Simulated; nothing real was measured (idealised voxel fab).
The following process module bears the name voxel self aligned vias.
The cross-section shown here is cut; it is 195 nm wide and divided into square cells measuring 5 nm on a side.
In this document a cross-section is written as a grid of square cells. It is given as a series of bands, listed from the top down, and a band is one or more rows of cells.
Band: top height; bottom height; in nm. Then, left to right: material with width in nm, for each material. "throughout": a single material spanning edge to edge. "air": empty space.
The level at which height equals 0 is the one under which the wafer, as it arrives, is entirely one material. No lower edge exists for the bottom band, which continues downward and is notated as in "0..down".
The notation "30->40" denotes a width that varies across the rows of cells in the band, beginning at the first number in the top row, finishing at the second number in the bottom row, and changing by an identical amount from each row to the next.
No cell of the cross-section changed in a step that is given as "all unchanged".
You'll see "Fully closed voids" listing empty spaces that have no way open to the top, as long as they're 8 cells or more; the notation is width x height at distance, where the distance is from the left edge, and all of it is in nm.
That trailing text on a step's line, after the settings, is the simulator's own remark on the step.
overlay nm: where the mask lay relative to plan, measured to the right, on steps with a mask; negatives go left.
PLANNED STEP LIST FOR THE PROCESS
step 1: RECEIVE with material Si
step 2: CONFORMAL_DEP with material SiO2, thk nm 10
step 3: CONFORMAL_DEP with material SiCN, thk nm 5
step 4: DIRECTIONAL_DEP with material SiO2, thk nm 30
step 5: MASKED_ETCH with tone open, mask id LINES, width nm 15, pitch nm 60, etch materials SiO2, depth nm 30, overlay nm 0
step 6: CONFORMAL_DEP with material TiN, thk nm 5
step 7: FILL_DEP with material Ru, thk nm 10
step 8: CMP with height nm 45
step 9: SELECTIVE_ETCH with etch materials W Ru TiN, depth nm 5
step 10: FILL_DEP with material SiN, thk nm 5
step 11: CMP with height nm 45
step 12: DIRECTIONAL_DEP with material SiO2, thk nm 20
step 13: DIRECTIONAL_DEP with material aC, thk nm 10
step 14: PATTERN with tone open, mask id VIAS, material resist, width nm 40, pitch nm 60, thk nm 30, overlay nm 0
step 15: DIRECTIONAL_ETCH with etch materials aC, depth nm 10
step 16: STRIP with etch materials resist
step 17: DIRECTIONAL_ETCH with etch materials SiO2, depth nm 20
step 18: DIRECTIONAL_ETCH with etch materials SiN, depth nm 5
step 19: STRIP with etch materials aC
step 20: CONFORMAL_DEP with material TiN, thk nm 5
step 21: FILL_DEP with material W, thk nm 10
step 22: CMP with height nm 65
step 23: CONFORMAL_DEP with material SiCN, thk nm 5
Be aware that, although all wafers share a common starting state, the width nm at step 5 differs among them, and the plan displays the first wafer's value.
THE FIRST OF SEVERAL WAFERS AS RECEIVED, SHOWN IN CROSS-SECTION; THIS IS ITS STATE AFTER STEP 1
* 0..down | Si throughout
* Fully closed voids: none
THE CROSS-SECTION OF THE FIRST OF SEVERAL WAFERS IS GIVEN BELOW FOR THE END OF THE MODULE, AFTER ITS FINAL STEP, STEP 23
* 70..65 | SiCN throughout
* 65..50 | SiO2: 45, then TiN: 5, then W: 30, then TiN: 5, then SiO2: 20, then TiN: 5, then W: 30, then TiN: 5, then SiO2: 50
* 50..45 | SiO2: 45, then TiN: 20, then W: 5, then TiN: 15, then SiO2: 20, then TiN: 20, then W: 5, then TiN: 15, then SiO2: 50
* 45..40 | SiO2: 60, then TiN: 15, then SiO2: 45, then TiN: 15, then SiO2: 60
* 40..20 | SiO2: 60, then TiN: 5, then Ru: 5, then TiN: 5, then SiO2: 45, then TiN: 5, then Ru: 5, then TiN: 5, then SiO2: 60
* 20..15 | SiO2: 60, then TiN: 15, then SiO2: 45, then TiN: 15, then SiO2: 60
* 15..10 | SiCN throughout
* 10..0 | SiO2 throughout
* 0..down | Si throughout
* Fully closed voids: none
CROSS-SECTION, MODULE END, FINAL OF SEVERAL WAFERS
* 70..65 | SiCN throughout
* 65..50 | SiO2: 45, then TiN: 5, then W: 30, then TiN: 5, then SiO2: 20, then TiN: 5, then W: 30, then TiN: 5, then SiO2: 50
* 50..45 | SiO2: 45, then TiN: 10, then W: 25, then TiN: 5, then SiO2: 20, then TiN: 10, then W: 25, then TiN: 5, then SiO2: 50
* 45..40 | SiO2: 50, then TiN: 35, then SiO2: 25, then TiN: 35, then SiO2: 50
* 40..20 | SiO2: 50, then TiN: 5, then Ru: 25, then TiN: 5, then SiO2: 25, then TiN: 5, then Ru: 25, then TiN: 5, then SiO2: 50
* 20..15 | SiO2: 50, then TiN: 35, then SiO2: 25, then TiN: 35, then SiO2: 50
* 15..10 | SiCN throughout
* 10..0 | SiO2 throughout
* 0..down | Si throughout
* Fully closed voids: none
QUICK KEY FOR THE TABLE: A ROW PER WAFER, TAKEN AT THE END OF THE MODULE. FOR EACH MATERIAL IT TELLS YOU HOW MANY CELLS THE WAFER GAINED (+) OR LOST (-) SINCE IT CAME IN, AND THE CLOSED VOIDS COME AFTER
width nm 15 | +8 Ru | +78 SiCN | +368 SiO2 | +54 TiN | +38 W | Fully closed voids: none
width nm 20 | +16 Ru | +78 SiCN | +356 SiO2 | +56 TiN | +40 W | Fully closed voids: none
width nm 25 | +24 Ru | +78 SiCN | +344 SiO2 | +58 TiN | +42 W | Fully closed voids: none
width nm 30 | +32 Ru | +78 SiCN | +332 SiO2 | +60 TiN | +44 W | Fully closed voids: none
width nm 35 | +40 Ru | +78 SiCN | +320 SiO2 | +62 TiN | +46 W | Fully closed voids: none
